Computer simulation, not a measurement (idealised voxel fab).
Name of the process module below: voxel released beams
The cross-section on display is named cut; it measures 195 nm wide, and its cells are 5 nm squares.
When this document writes out a cross-section, it uses a grid of square cells and lists it as bands, beginning at the top and moving down, with a band standing for one or more rows of cells.
It is stipulated that each band's entry specify, in nanometres, the height of the top of the band and then that of its bottom, followed by the materials of the band in left-to-right sequence, each together with its width in nanometres. A single material marked by the word "throughout" is understood to fill the band from edge to edge; the word "air" is understood to denote empty space.
Heights are measured from 0, the level below which the as-received wafer is all one material; the lowest band has no bottom and continues downward, written as in "0..down".
A width given as "30 to 40" starts at the first number in the band's top row and ends at the second number in its bottom row, shifting by an equal amount at every step from row to row.
Any step labelled "remains unaltered" changed none of the cells in the cross-section.
"Completely sealed voids" enumerates empty spaces isolated from the top, with no open way to it, that contain at least 8 cells, giving each as width x height at distance from the left edge, all three in nm.
On a step's line, text after the settings is the simulator commenting on that step.
For masked steps, "overlay nm" on the step line gives how far right of plan the mask actually lay; a minus sign means it lay to the left.
Process steps (planned):
1: op RECEIVE | material Si
2: op CONFORMAL_DEP | material Al2O3 | thk nm 10
3: op DIRECTIONAL_DEP | material SiO2 | thk nm 10
4: op MASKED_ETCH | tone open | mask id ANCHOR | width nm 35 | etch materials SiO2 | depth nm 20 | overlay nm 0
5: op CONFORMAL_DEP | material SiN | thk nm 15
6: op PATTERN | tone cover | mask id BEAM | material resist | width nm 100 | thk nm 15 | overlay nm 0
7: op DIRECTIONAL_ETCH | etch materials SiN | depth nm 15
8: op STRIP | etch materials resist
9: op STRIP | etch materials SiO2
Be aware that, although all wafers share a common starting state, the thk nm at step 3 differs among them, and the plan displays the first wafer's value.
Received wafers, first of several: cross-section after step 1:
  0..down = Si throughout
  Completely sealed voids: none
Gained (+) or lost (-) cells of each material since receipt, then closed voids: one row per wafer, at the end of the module:
thk nm 10, +78 Al2O3, +72 SiN, Completely sealed voids: none
thk nm 15, +78 Al2O3, +78 SiN, Completely sealed voids: none
thk nm 20, +78 Al2O3, +84 SiN, Completely sealed voids: none
thk nm 25, +78 Al2O3, Completely sealed voids: none
thk nm 30, +78 Al2O3, Completely sealed voids: none
thk nm 35, +78 Al2O3, Completely sealed voids: none
